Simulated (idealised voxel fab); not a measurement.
process module | voxel gate over fins
cross-section cut | 275 nm wide | cells 5 nm
A cross-section is a grid of square cells, given in bands from the top down. A band is one or more rows of cells.
Each band's line starts with the height of the band's top and of its bottom, in nm. Then come its materials from left to right, each with its width in nm. One material with "throughout" fills the band from edge to edge. "air" is empty space.
Height 0 is the level under which the wafer as received is all one material. The lowest band goes on downwards, as in "0 down".
A width such as "30 to 40" changes by the same amount from each row of cells to the next, from the band's top row to its bottom row.
"no change" after a step means that no cell of the cross-section changed.
closed voids: empty space of 8 cells or more with no open way to the top, each as width x height at its distance from the left edge, in nm
after a step's settings: what the simulator itself notes on the step
overlay nm, on a step with a mask: how far to the right of its planned place the mask lay; to the left if negative
plan
1 op RECEIVE | material Si
2 op CONFORMAL_DEP | material SiN | thk nm 10
3 op DIRECTIONAL_DEP | material aC | thk nm 15
4 op PATTERN | tone cover | mask id FINS | material resist | width nm 15 | pitch nm 50 | thk nm 35 | overlay nm 0
5 op DIRECTIONAL_ETCH | etch materials aC | depth nm 15
6 op STRIP | etch materials resist
7 op DIRECTIONAL_ETCH | etch materials SiN | depth nm 10
8 op DIRECTIONAL_ETCH | etch materials Si | depth nm 40
9 op STRIP | etch materials aC
10 op OXIDIZE | depth nm 5
11 op FILL_DEP | material SiO2 | thk nm 15
12 op CMP | height nm 10
13 op MASKED_ETCH | tone open | mask id RAIL | width nm 15 | etch materials SiO2 | depth nm 45 | overlay nm 0
14 op CONFORMAL_DEP | material TiN | thk nm 5
15 op FILL_DEP | material W | thk nm 10
16 op CMP | height nm 10
17 op SELECTIVE_ETCH | etch materials W Ru TiN | depth nm 30
18 op FILL_DEP | material SiO2 | thk nm 5
19 op CMP | height nm 10
20 op SELECTIVE_ETCH | etch materials SiO2 | depth nm 20
21 op STRIP | etch materials SiN
22 op CONFORMAL_DEP | material HfO2 | thk nm 5
23 op CONFORMAL_DEP | material TiN | thk nm 5
24 op CONFORMAL_DEP | material TiAl | thk nm 5
25 op CONFORMAL_DEP | material TiN | thk nm 5
26 op FILL_DEP | material W | thk nm 15
27 op CMP | height nm 30
28 op CONFORMAL_DEP | material SiCN | thk nm 10
first wafer, as planned
as received, after step 1
  0 down: Si throughout
  closed voids: none
after step 2
  10 to 0: SiN throughout
  below 0: unchanged
after step 3
  25 to 10: aC throughout
  below 10: unchanged
after step 4
  60 to 25: air 105 | resist 15 | air 35 | resist 15 | air 105
  below 25: unchanged
after step 5
  45 to 25: air 105 | resist 15 | air 35 | resist 15 | air 105
  25 to 10: air 105 | aC 15 | air 35 | aC 15 | air 105
  below 10: unchanged
after step 6
  25 to 10: air 105 | aC 15 | air 35 | aC 15 | air 105
  below 10: unchanged
after step 7
  25 to 10: air 105 | aC 15 | air 35 | aC 15 | air 105
  10 to 0: air 105 | SiN 15 | air 35 | SiN 15 | air 105
  below 0: unchanged
after step 8
  25 to 10: air 105 | aC 15 | air 35 | aC 15 | air 105
  10 to 0: air 105 | SiN 15 | air 35 | SiN 15 | air 105
  0 to -40: air 105 | Si 15 | air 35 | Si 15 | air 105
  below -40: unchanged
after step 9
  10 to 0: air 105 | SiN 15 | air 35 | SiN 15 | air 105
  below 0: unchanged
after step 10
  10 to 0: air 105 | SiN 15 | air 35 | SiN 15 | air 105
  0 to -40: air 105 | SiO2 5 | Si 5 | SiO2 5 | air 35 | SiO2 5 | Si 5 | SiO2 5 | air 105
  -40 to -45: SiO2 110 | Si 5 | SiO2 45 | Si 5 | SiO2 110
  below -45: unchanged
after step 11
  25 to 10: SiO2 throughout
  10 to 0: SiO2 105 | SiN 15 | SiO2 35 | SiN 15 | SiO2 105
  0 to -45: SiO2 110 | Si 5 | SiO2 45 | Si 5 | SiO2 110
  below -45: unchanged
after step 12
  10 to 0: SiO2 105 | SiN 15 | SiO2 35 | SiN 15 | SiO2 105
  below 0: unchanged
after step 13
  10 to 0: SiO2 105 | SiN 15 | SiO2 10 | air 15 | SiO2 10 | SiN 15 | SiO2 105
  0 to -35: SiO2 110 | Si 5 | SiO2 15 | air 15 | SiO2 15 | Si 5 | SiO2 110
  below -35: unchanged
after step 14
  15 to 10: TiN 135 | air 5 | TiN 135
  10 to 0: SiO2 105 | SiN 15 | SiO2 10 | TiN 5 | air 5 | TiN 5 | SiO2 10 | SiN 15 | SiO2 105
  0 to -30: SiO2 110 | Si 5 | SiO2 15 | TiN 5 | air 5 | TiN 5 | SiO2 15 | Si 5 | SiO2 110
  -30 to -35: SiO2 110 | Si 5 | SiO2 15 | TiN 15 | SiO2 15 | Si 5 | SiO2 110
  below -35: unchanged
after step 15
  25 to 15: W throughout
  15 to 10: TiN 135 | W 5 | TiN 135
  10 to 0: SiO2 105 | SiN 15 | SiO2 10 | TiN 5 | W 5 | TiN 5 | SiO2 10 | SiN 15 | SiO2 105
  0 to -30: SiO2 110 | Si 5 | SiO2 15 | TiN 5 | W 5 | TiN 5 | SiO2 15 | Si 5 | SiO2 110
  below -30: unchanged
after step 16
  10 to 0: SiO2 105 | SiN 15 | SiO2 10 | TiN 5 | W 5 | TiN 5 | SiO2 10 | SiN 15 | SiO2 105
  below 0: unchanged
after step 17
  10 to 0: SiO2 105 | SiN 15 | SiO2 10 | air 15 | SiO2 10 | SiN 15 | SiO2 105
  0 to -20: SiO2 110 | Si 5 | SiO2 15 | air 15 | SiO2 15 | Si 5 | SiO2 110
  below -20: unchanged
after step 18
  15 to 10: SiO2 throughout
  10 to 0: SiO2 105 | SiN 15 | SiO2 35 | SiN 15 | SiO2 105
  0 to -20: SiO2 110 | Si 5 | SiO2 45 | Si 5 | SiO2 110
  below -20: unchanged
after step 19
  10 to 0: SiO2 105 | SiN 15 | SiO2 35 | SiN 15 | SiO2 105
  below 0: unchanged
after step 20
  10 to 0: air 105 | SiN 15 | air 35 | SiN 15 | air 105
  0 to -10: air 110 | Si 5 | air 45 | Si 5 | air 110
  below -10: unchanged
after step 21
  0 to -10: air 110 | Si 5 | air 45 | Si 5 | air 110
  below -10: unchanged
after step 22
  5 to 0: air 105 | HfO2 15 | air 35 | HfO2 15 | air 105
  0 to -5: air 105 | HfO2 5 | Si 5 | HfO2 5 | air 35 | HfO2 5 | Si 5 | HfO2 5 | air 105
  -5 to -10: HfO2 110 | Si 5 | HfO2 45 | Si 5 | HfO2 110
  below -10: unchanged
after step 23
  10 to 5: air 100 | TiN 25 | air 25 | TiN 25 | air 100
  5 to 0: air 100 | TiN 5 | HfO2 15 | TiN 5 | air 25 | TiN 5 | HfO2 15 | TiN 5 | air 100
  0 to -5: TiN 105 | HfO2 5 | Si 5 | HfO2 5 | TiN 35 | HfO2 5 | Si 5 | HfO2 5 | TiN 105
  below -5: unchanged
after step 24
  15 to 10: air 95 | TiAl 35 | air 15 | TiAl 35 | air 95
  10 to 5: air 95 | TiAl 5 | TiN 25 | TiAl 5 | air 15 | TiAl 5 | TiN 25 | TiAl 5 | air 95
  5 to 0: TiAl 100 | TiN 5 | HfO2 15 | TiN 5 | TiAl 25 | TiN 5 | HfO2 15 | TiN 5 | TiAl 100
  below 0: unchanged
after step 25
  20 to 15: air 90 | TiN 45 | air 5 | TiN 45 | air 90
  15 to 10: air 90 | TiN 5 | TiAl 35 | TiN 5 | air 5 | TiN 5 | TiAl 35 | TiN 5 | air 90
  10 to 5: TiN 95 | TiAl 5 | TiN 25 | TiAl 5 | TiN 15 | TiAl 5 | TiN 25 | TiAl 5 | TiN 95
  below 5: unchanged
after step 26
  35 to 20: W throughout
  20 to 15: W 90 | TiN 45 | W 5 | TiN 45 | W 90
  15 to 10: W 90 | TiN 5 | TiAl 35 | TiN 5 | W 5 | TiN 5 | TiAl 35 | TiN 5 | W 90
  below 10: unchanged
after step 27
  30 to 20: W throughout
  below 20: unchanged
after step 28
  40 to 30: SiCN throughout
  below 30: unchanged
second wafer: like start, like plan, one mistake. Through step 19 it matches the first wafer
when step 20 should have ended
  10 to 0: air 105 | SiN 15 | air 35 | SiN 15 | air 105
  below 0: unchanged
when step 21 should have ended
  0 to -20: SiO2 110 | Si 5 | SiO2 45 | Si 5 | SiO2 110
  below -20: unchanged
when step 22 should have ended
  5 to 0: HfO2 throughout
  below 0: unchanged
when step 23 should have ended
  10 to 5: TiN throughout
  below 5: unchanged
when step 24 should have ended
  15 to 10: TiAl throughout
  below 10: unchanged
when step 25 should have ended
  20 to 15: TiN throughout
  below 15: unchanged
when step 26 should have ended
  35 to 20: W throughout
  below 20: unchanged
when step 27 should have ended
  30 to 20: W throughout
  below 20: unchanged
when step 28 should have ended
  40 to 30: SiCN throughout
  below 30: unchanged
what went wrong: step 20 ran as: op SELECTIVE_ETCH | etch materials SiO2 | depth nm 10
at the end the second wafer has, in cells: 8 fewer of HfO2 | 106 more of SiO2 | 8 fewer of TiAl | 16 fewer of TiN | 74 fewer of W
